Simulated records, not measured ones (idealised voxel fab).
The process module presented herein is designated voxel self aligned vias.
Displayed cross-section: cut, width of 145 nm, square cells sized 5 nm.
In what follows, cross-sections appear as grids of square cells, described through bands that run from the top down, where every band is one or more rows of cells.
In this notation a band is specified by the heights of its top and bottom, in that order and in nm, after which its materials appear from left to right, each paired with its width in nm. The word "edge to edge" attached to a single material means that material fills the band from edge to edge; the word "blank" stands for empty space.
The level at which height equals 0 is the one under which the wafer, as it arrives, is entirely one material. No lower edge exists for the bottom band, which continues downward and is notated as in "from 0 down".
Note: "30->40" means the width goes from the first number (top row of the band) to the second number (bottom row) in equal steps per row of cells.
Step marked "left unchanged"? Then no cell in the cross-section changed in it.
For the entry "Sealed internal voids", the listed items are empty spaces with no open way to the top whose size is 8 cells or more; each item follows the pattern width x height at distance, where distance is from the left edge and all three are in nm.
On a step's line, text after the settings is the simulator commenting on that step.
You can add "overlay nm" to a step's line. For a step with a mask, it describes how far the mask lay to the right of its planned position, and a negative number describes a lay to the left.

The planned process steps are enumerated hereunder:
1. RECEIVE | material Si
2. CONFORMAL_DEP | material SiO2 | thk nm 15
3. CONFORMAL_DEP | material SiCN | thk nm 5
4. DIRECTIONAL_DEP | material SiO2 | thk nm 20
5. PATTERN | tone open | mask id LINES | material resist | width nm 20 | pitch nm 50 | thk nm 20 | overlay nm 0
6. DIRECTIONAL_ETCH | etch materials SiO2 | depth nm 20
7. STRIP | etch materials resist
8. CONFORMAL_DEP | material TiN | thk nm 5
9. FILL_DEP | material Ru | thk nm 10
10. CMP | height nm 40
11. SELECTIVE_ETCH | etch materials W Ru TiN | depth nm 5
12. FILL_DEP | material SiN | thk nm 5
13. CMP | height nm 40
14. DIRECTIONAL_DEP | material SiO2 | thk nm 15
15. PATTERN | tone open | mask id VIAS | material resist | width nm 30 | pitch nm 50 | thk nm 20 | overlay nm 0
16. DIRECTIONAL_ETCH | etch materials SiO2 | depth nm 15
17. DIRECTIONAL_ETCH | etch materials SiN | depth nm 5
18. STRIP | etch materials resist
19. CONFORMAL_DEP | material TiN | thk nm 5
20. FILL_DEP | material W | thk nm 10
21. CMP | height nm 55
22. CONFORMAL_DEP | material SiCN | thk nm 5

Account of the first of two wafers, which was processed as intended:

Step 1 complete: cross-section of the wafer as received:
- from 0 down = Si edge to edge
- Sealed internal voids: none

State of the wafer after step 2, shown in cross-section:
- from 15 to 0 = SiO2 edge to edge
- Heights below 0 show no change.

State of the wafer after step 3, shown in cross-section:
- from 20 to 15 = SiCN edge to edge
- Heights below 15 show no change.

State of the wafer after step 4, shown in cross-section:
- from 40 to 20 = SiO2 edge to edge
- Heights below 20 show no change.

State of the wafer after step 5, shown in cross-section:
- from 60 to 40 = resist 35 | blank 20 | resist 30 | blank 20 | resist 40
- Heights below 40 show no change.

State of the wafer after step 6, shown in cross-section:
- from 60 to 40 = resist 35 | blank 20 | resist 30 | blank 20 | resist 40
- from 40 to 20 = SiO2 35 | blank 20 | SiO2 30 | blank 20 | SiO2 40
- Heights below 20 show no change.

State of the wafer after step 7, shown in cross-section:
- from 40 to 20 = SiO2 35 | blank 20 | SiO2 30 | blank 20 | SiO2 40
- Heights below 20 show no change.

State of the wafer after step 8, shown in cross-section:
- from 45 to 40 = TiN 40 | blank 10 | TiN 40 | blank 10 | TiN 45
- from 40 to 25 = SiO2 35 | TiN 5 | blank 10 | TiN 5 | SiO2 30 | TiN 5 | blank 10 | TiN 5 | SiO2 40
- from 25 to 20 = SiO2 35 | TiN 20 | SiO2 30 | TiN 20 | SiO2 40
- Heights below 20 show no change.

State of the wafer after step 9, shown in cross-section:
- from 55 to 45 = Ru edge to edge
- from 45 to 40 = TiN 40 | Ru 10 | TiN 40 | Ru 10 | TiN 45
- from 40 to 25 = SiO2 35 | TiN 5 | Ru 10 | TiN 5 | SiO2 30 | TiN 5 | Ru 10 | TiN 5 | SiO2 40
- Heights below 25 show no change.

State of the wafer after step 10, shown in cross-section:
- from 40 to 25 = SiO2 35 | TiN 5 | Ru 10 | TiN 5 | SiO2 30 | TiN 5 | Ru 10 | TiN 5 | SiO2 40
- Heights below 25 show no change.

State of the wafer after step 11, shown in cross-section:
- from 40 to 35 = SiO2 35 | blank 20 | SiO2 30 | blank 20 | SiO2 40
- Heights below 35 show no change.

State of the wafer after step 12, shown in cross-section:
- from 45 to 40 = SiN edge to edge
- from 40 to 35 = SiO2 35 | SiN 20 | SiO2 30 | SiN 20 | SiO2 40
- Heights below 35 show no change.

State of the wafer after step 13, shown in cross-section:
- from 40 to 35 = SiO2 35 | SiN 20 | SiO2 30 | SiN 20 | SiO2 40
- Heights below 35 show no change.

State of the wafer after step 14, shown in cross-section:
- from 55 to 40 = SiO2 edge to edge
- Heights below 40 show no change.

State of the wafer after step 15, shown in cross-section:
- from 75 to 55 = resist 30 | blank 30 | resist 20 | blank 30 | resist 35
- Heights below 55 show no change.

State of the wafer after step 16, shown in cross-section:
- from 75 to 55 = resist 30 | blank 30 | resist 20 | blank 30 | resist 35
- from 55 to 40 = SiO2 30 | blank 30 | SiO2 20 | blank 30 | SiO2 35
- Heights below 40 show no change.

State of the wafer after step 17, shown in cross-section:
- from 75 to 55 = resist 30 | blank 30 | resist 20 | blank 30 | resist 35
- from 55 to 40 = SiO2 30 | blank 30 | SiO2 20 | blank 30 | SiO2 35
- from 40 to 35 = SiO2 35 | blank 20 | SiO2 30 | blank 20 | SiO2 40
- Heights below 35 show no change.

State of the wafer after step 18, shown in cross-section:
- from 55 to 40 = SiO2 30 | blank 30 | SiO2 20 | blank 30 | SiO2 35
- Heights below 40 show no change.

State of the wafer after step 19, shown in cross-section:
- from 60 to 55 = TiN 35 | blank 20 | TiN 30 | blank 20 | TiN 40
- from 55 to 45 = SiO2 30 | TiN 5 | blank 20 | TiN 5 | SiO2 20 | TiN 5 | blank 20 | TiN 5 | SiO2 35
- from 45 to 40 = SiO2 30 | TiN 10 | blank 10 | TiN 10 | SiO2 20 | TiN 10 | blank 10 | TiN 10 | SiO2 35
- from 40 to 35 = SiO2 35 | TiN 20 | SiO2 30 | TiN 20 | SiO2 40
- Heights below 35 show no change.

State of the wafer after step 20, shown in cross-section:
- from 70 to 60 = W edge to edge
- from 60 to 55 = TiN 35 | W 20 | TiN 30 | W 20 | TiN 40
- from 55 to 45 = SiO2 30 | TiN 5 | W 20 | TiN 5 | SiO2 20 | TiN 5 | W 20 | TiN 5 | SiO2 35
- from 45 to 40 = SiO2 30 | TiN 10 | W 10 | TiN 10 | SiO2 20 | TiN 10 | W 10 | TiN 10 | SiO2 35
- Heights below 40 show no change.

State of the wafer after step 21, shown in cross-section:
- from 55 to 45 = SiO2 30 | TiN 5 | W 20 | TiN 5 | SiO2 20 | TiN 5 | W 20 | TiN 5 | SiO2 35
- Heights below 45 show no change.

State of the wafer after step 22, shown in cross-section:
- from 60 to 55 = SiCN edge to edge
- Heights below 55 show no change.

Wafer two. Same start, same plan, one slip in execution. Same as wafer one through step 1, inclusive:

Cross-section of the second wafer at the time by which step 2 should have been completed according to the plan:
- from 30 to 0 = SiO2 edge to edge
- Heights below 0 show no change.

Cross-section of the second wafer at the time by which step 3 should have been completed according to the plan:
- from 35 to 30 = SiCN edge to edge
- Heights below 30 show no change.

Cross-section of the second wafer at the time by which step 4 should have been completed according to the plan:
- from 55 to 35 = SiO2 edge to edge
- Heights below 35 show no change.

Cross-section of the second wafer at the time by which step 5 should have been completed according to the plan:
- from 75 to 55 = resist 35 | blank 20 | resist 30 | blank 20 | resist 40
- Heights below 55 show no change.

Cross-section of the second wafer at the time by which step 6 should have been completed according to the plan:
- from 75 to 55 = resist 35 | blank 20 | resist 30 | blank 20 | resist 40
- from 55 to 35 = SiO2 35 | blank 20 | SiO2 30 | blank 20 | SiO2 40
- Heights below 35 show no change.

Cross-section of the second wafer at the time by which step 7 should have been completed according to the plan:
- from 55 to 35 = SiO2 35 | blank 20 | SiO2 30 | blank 20 | SiO2 40
- Heights below 35 show no change.

Cross-section of the second wafer at the time by which step 8 should have been completed according to the plan:
- from 60 to 55 = TiN 40 | blank 10 | TiN 40 | blank 10 | TiN 45
- from 55 to 40 = SiO2 35 | TiN 5 | blank 10 | TiN 5 | SiO2 30 | TiN 5 | blank 10 | TiN 5 | SiO2 40
- from 40 to 35 = SiO2 35 | TiN 20 | SiO2 30 | TiN 20 | SiO2 40
- Heights below 35 show no change.

Cross-section of the second wafer at the time by which step 9 should have been completed according to the plan:
- from 70 to 60 = Ru edge to edge
- from 60 to 55 = TiN 40 | Ru 10 | TiN 40 | Ru 10 | TiN 45
- from 55 to 40 = SiO2 35 | TiN 5 | Ru 10 | TiN 5 | SiO2 30 | TiN 5 | Ru 10 | TiN 5 | SiO2 40
- Heights below 40 show no change.

Cross-section of the second wafer at the time by which step 10 should have been completed according to the plan:
- from 40 to 35 = SiO2 35 | TiN 20 | SiO2 30 | TiN 20 | SiO2 40
- Heights below 35 show no change.

Cross-section of the second wafer at the time by which step 11 should have been completed according to the plan:
- from 40 to 35 = SiO2 35 | blank 20 | SiO2 30 | blank 20 | SiO2 40
- Heights below 35 show no change.

Cross-section of the second wafer at the time by which step 12 should have been completed according to the plan:
- from 45 to 40 = SiN edge to edge
- from 40 to 35 = SiO2 35 | SiN 20 | SiO2 30 | SiN 20 | SiO2 40
- Heights below 35 show no change.

Cross-section of the second wafer at the time by which step 13 should have been completed according to the plan:
- from 40 to 35 = SiO2 35 | SiN 20 | SiO2 30 | SiN 20 | SiO2 40
- Heights below 35 show no change.

Cross-section of the second wafer at the time by which step 14 should have been completed according to the plan:
- from 55 to 40 = SiO2 edge to edge
- Heights below 40 show no change.

Cross-section of the second wafer at the time by which step 15 should have been completed according to the plan:
- from 75 to 55 = resist 30 | blank 30 | resist 20 | blank 30 | resist 35
- Heights below 55 show no change.

Cross-section of the second wafer at the time by which step 16 should have been completed according to the plan:
- from 75 to 55 = resist 30 | blank 30 | resist 20 | blank 30 | resist 35
- from 55 to 40 = SiO2 30 | blank 30 | SiO2 20 | blank 30 | SiO2 35
- Heights below 40 show no change.

Cross-section of the second wafer at the time by which step 17 should have been completed according to the plan:
- from 75 to 55 = resist 30 | blank 30 | resist 20 | blank 30 | resist 35
- from 55 to 40 = SiO2 30 | blank 30 | SiO2 20 | blank 30 | SiO2 35
- from 40 to 35 = SiO2 35 | blank 20 | SiO2 30 | blank 20 | SiO2 40
- Heights below 35 show no change.

Cross-section of the second wafer at the time by which step 18 should have been completed according to the plan:
- from 55 to 40 = SiO2 30 | blank 30 | SiO2 20 | blank 30 | SiO2 35
- Heights below 40 show no change.

Cross-section of the second wafer at the time by which step 19 should have been completed according to the plan:
- from 60 to 55 = TiN 35 | blank 20 | TiN 30 | blank 20 | TiN 40
- from 55 to 45 = SiO2 30 | TiN 5 | blank 20 | TiN 5 | SiO2 20 | TiN 5 | blank 20 | TiN 5 | SiO2 35
- from 45 to 40 = SiO2 30 | TiN 10 | blank 10 | TiN 10 | SiO2 20 | TiN 10 | blank 10 | TiN 10 | SiO2 35
- from 40 to 35 = SiO2 35 | TiN 20 | SiO2 30 | TiN 20 | SiO2 40
- Heights below 35 show no change.

Cross-section of the second wafer at the time by which step 20 should have been completed according to the plan:
- from 70 to 60 = W edge to edge
- from 60 to 55 = TiN 35 | W 20 | TiN 30 | W 20 | TiN 40
- from 55 to 45 = SiO2 30 | TiN 5 | W 20 | TiN 5 | SiO2 20 | TiN 5 | W 20 | TiN 5 | SiO2 35
- from 45 to 40 = SiO2 30 | TiN 10 | W 10 | TiN 10 | SiO2 20 | TiN 10 | W 10 | TiN 10 | SiO2 35
- Heights below 40 show no change.

Cross-section of the second wafer at the time by which step 21 should have been completed according to the plan:
- from 55 to 45 = SiO2 30 | TiN 5 | W 20 | TiN 5 | SiO2 20 | TiN 5 | W 20 | TiN 5 | SiO2 35
- Heights below 45 show no change.

Cross-section of the second wafer at the time by which step 22 should have been completed according to the plan:
- from 60 to 55 = SiCN edge to edge
- Heights below 55 show no change.
Nonconformance to the process plan: heads up, step 2 of the plan got done twice
The final cell counts differ between the wafers, with the second having more or fewer of some materials than the first: Ru -8, SiO2 +24, TiN -16
